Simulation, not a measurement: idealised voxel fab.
Presented below is a process module, voxel tone inversion.
The figure presents cross-section cut, which has a width of 255 nm and is divided into square cells with an edge length of 5 nm.
Square cells in a grid make up a cross-section in this document, and the grid is given as bands, listed from the top down, each one or more rows of cells. Read a band's entry like this: the first values are the height of its top and the height of its bottom in nm, and what follows is the sequence of materials from left to right, each with its width in nm. Note that "empty" is empty space, and that a single material marked "all across" reaches across the band from edge to edge. All heights in this document are referenced to 0, defined as the level beneath which the wafer, as received, consists entirely of one material. The lowest band is not bounded below; it extends indefinitely downward and is written in the form "0 down". A width such as "30 to 40" changes by the same amount from each row of cells to the next, from the band's top row to its bottom row. Basically "remains unaltered" means that step didn't change any cell in the cross-section. "Closed void roster": empty spaces of 8 cells or more with no open way to the top, each given as width x height at distance, distance from the left edge, all in nm. Note: text after step settings on the step line = simulator remark on that step. overlay nm: mask right of planned place by this much (step with mask). Neg. = left.
SET OUT BELOW ARE THE PLANNED STEPS OF THE PROCESS
1. RECEIVE (material Si)
2. CONFORMAL_DEP (material SiN; thk nm 5)
3. DIRECTIONAL_DEP (material aC; thk nm 20)
4. PATTERN (tone cover; mask id POSTS; material resist; width nm 25; pitch nm 55; thk nm 25; overlay nm -15)
5. DIRECTIONAL_ETCH (etch materials aC; depth nm 20)
6. STRIP (etch materials resist)
7. FILL_DEP (material SiO2; thk nm 10)
8. CMP (height nm 25)
9. STRIP (etch materials aC)
10. CONFORMAL_DEP (material TiN; thk nm 5)
11. FILL_DEP (material Cu; thk nm 10)
12. CMP (height nm 25)
13. CONFORMAL_DEP (material SiN; thk nm 5)
Wafers differ in overlay nm at step 4; plan lists the first wafer's value; identical starting state.
STEP 1 COMPLETE: AS-RECEIVED CROSS-SECTION OF THE FIRST OF SEVERAL WAFERS
> 0 down  Si all across
> Closed void roster: none
HEADS UP, THIS TABLE GOES WAFER BY WAFER. A ROW TELLS YOU, AT THE END OF THE MODULE, HOW MANY CELLS OF EACH MATERIAL THAT WAFER HAS PUT ON (+) OR DROPPED (-) SINCE IT WAS RECEIVED, AND THEN ITS CLOSED VOIDS
overlay nm -15, +36 Cu, +102 SiN, +124 SiO2, +44 TiN, Closed void roster: none
overlay nm -10, +36 Cu, +102 SiN, +124 SiO2, +44 TiN, Closed void roster: none
overlay nm -5, +36 Cu, +102 SiN, +124 SiO2, +44 TiN, Closed void roster: none
overlay nm 0, +36 Cu, +102 SiN, +124 SiO2, +44 TiN, Closed void roster: none
overlay nm 5, +36 Cu, +102 SiN, +124 SiO2, +44 TiN, Closed void roster: none
overlay nm 10, +36 Cu, +102 SiN, +124 SiO2, +44 TiN, Closed void roster: none
overlay nm 15, +36 Cu, +102 SiN, +124 SiO2, +44 TiN, Closed void roster: none
